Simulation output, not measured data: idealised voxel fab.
process module | voxel wiring stack
cross-section cut | 255 nm wide | cells 5 nm
A cross-section is a grid of square cells, given in bands from the top down. A band is one or more rows of cells.
Each band's line starts with the height of the band's top and of its bottom, in nm. Then come its materials from left to right, each with its width in nm. One material with "throughout" fills the band from edge to edge. "air" is empty space.
Height 0 is the level under which the wafer as received is all one material. The lowest band goes on downwards, as in "0 down".
A width such as "30 to 40" changes by the same amount from each row of cells to the next, from the band's top row to its bottom row.
"no change" after a step means that no cell of the cross-section changed.
closed voids: empty space of 8 cells or more with no open way to the top, each as width x height at its distance from the left edge, in nm
after a step's settings: what the simulator itself notes on the step
overlay nm, on a step with a mask: how far to the right of its planned place the mask lay; to the left if negative
plan
1 op RECEIVE | material Si
2 op CONFORMAL_DEP | material SiO2 | thk nm 10
3 op CONFORMAL_DEP | material SiCN | thk nm 5
4 op DIRECTIONAL_DEP | material SiO2 | thk nm 20
5 op MASKED_ETCH | tone open | mask id METAL_1 | width nm 25 | pitch nm 55 | etch materials SiO2 | depth nm 20 | overlay nm 0
6 op MASKED_ETCH | tone open | mask id METAL_1 | width nm 25 | pitch nm 55 | etch materials SiCN | depth nm 5 | overlay nm 0
7 op CONFORMAL_DEP | material TiN | thk nm 5
8 op FILL_DEP | material W | thk nm 5
9 op CMP | height nm 35
10 op EPI | material Ru | thk nm 5
11 op FILL_DEP | material SiCN | thk nm 5
12 op DIRECTIONAL_DEP | material lowk | thk nm 25
13 op DIRECTIONAL_DEP | material aC | thk nm 10
14 op PATTERN | tone open | mask id METAL_2_HOLES | material resist | width nm 15 | pitch nm 55 | thk nm 30 | overlay nm 0
15 op DIRECTIONAL_ETCH | etch materials aC | depth nm 10
16 op STRIP | etch materials resist
17 op DIRECTIONAL_ETCH | etch materials lowk | depth nm 25
18 op STRIP | etch materials aC
19 op PATTERN | tone open | mask id METAL_2 | material resist | width nm 25 | pitch nm 55 | thk nm 20 | overlay nm 0
20 op DIRECTIONAL_ETCH | etch materials lowk | depth nm 15
21 op DIRECTIONAL_ETCH | etch materials SiCN | depth nm 5
22 op STRIP | etch materials resist
23 op CONFORMAL_DEP | material TiN | thk nm 5
24 op FILL_DEP | material Ru | thk nm 10
25 op CMP | height nm 70
26 op CONFORMAL_DEP | material SiCN | thk nm 5
27 op DIRECTIONAL_DEP | material lowk | thk nm 25
28 op DIRECTIONAL_DEP | material aC | thk nm 15
29 op PATTERN | tone open | mask id METAL_3 | material resist | width nm 25 | pitch nm 55 | thk nm 30 | overlay nm 0
30 op DIRECTIONAL_ETCH | etch materials aC | depth nm 15
31 op STRIP | etch materials resist
32 op DIRECTIONAL_ETCH | etch materials lowk | depth nm 15
33 op STRIP | etch materials aC
34 op PATTERN | tone open | mask id METAL_3_HOLES | material resist | width nm 15 | pitch nm 55 | thk nm 20 | overlay nm 0
35 op DIRECTIONAL_ETCH | etch materials lowk | depth nm 10
36 op DIRECTIONAL_ETCH | etch materials SiCN | depth nm 5
37 op STRIP | etch materials resist
38 op CONFORMAL_DEP | material TiN | thk nm 5
39 op FILL_DEP | material Cu | thk nm 10
40 op CMP | height nm 100
41 op CONFORMAL_DEP | material SiN | thk nm 5
as received, after step 1
  0 down: Si throughout
  closed voids: none
a wafer at the end: this start, this plan, one mistake
  105 to 100: SiN throughout
  100 to 90: lowk 60 | TiN 5 | Cu 15 | TiN 5 | lowk 30 | TiN 5 | Cu 15 | TiN 5 | lowk 30 | TiN 5 | Cu 15 | TiN 5 | lowk 60
  90 to 85: lowk 60 | TiN 5 | Cu 5 | TiN 15 | lowk 30 | TiN 5 | Cu 5 | TiN 15 | lowk 30 | TiN 5 | Cu 5 | TiN 15 | lowk 60
  85 to 75: lowk 60 | TiN 5 | Cu 5 | TiN 5 | lowk 40 | TiN 5 | Cu 5 | TiN 5 | lowk 40 | TiN 5 | Cu 5 | TiN 5 | lowk 70
  75 to 70: SiCN 60 | TiN 15 | SiCN 40 | TiN 15 | SiCN 40 | TiN 15 | SiCN 70
  70 to 60: lowk 60 | TiN 5 | Ru 5 | TiN 5 | lowk 40 | TiN 5 | Ru 5 | TiN 5 | lowk 40 | TiN 5 | Ru 5 | TiN 5 | lowk 70
  60 to 55: lowk 60 | TiN 15 | lowk 40 | TiN 15 | lowk 40 | TiN 15 | lowk 70
  55 to 45: lowk throughout
  45 to 40: SiCN throughout
  40 to 35: SiCN 55 | Ru 35 | SiCN 20 | Ru 35 | SiCN 20 | Ru 35 | SiCN 55
  35 to 15: SiO2 60 | TiN 5 | W 15 | TiN 5 | SiO2 30 | TiN 5 | W 15 | TiN 5 | SiO2 30 | TiN 5 | W 15 | TiN 5 | SiO2 60
  15 to 10: SiCN 60 | TiN 25 | SiCN 30 | TiN 25 | SiCN 30 | TiN 25 | SiCN 60
  10 to 0: SiO2 throughout
  0 down: Si throughout
  closed voids: none
what went wrong: step 12 was run twice
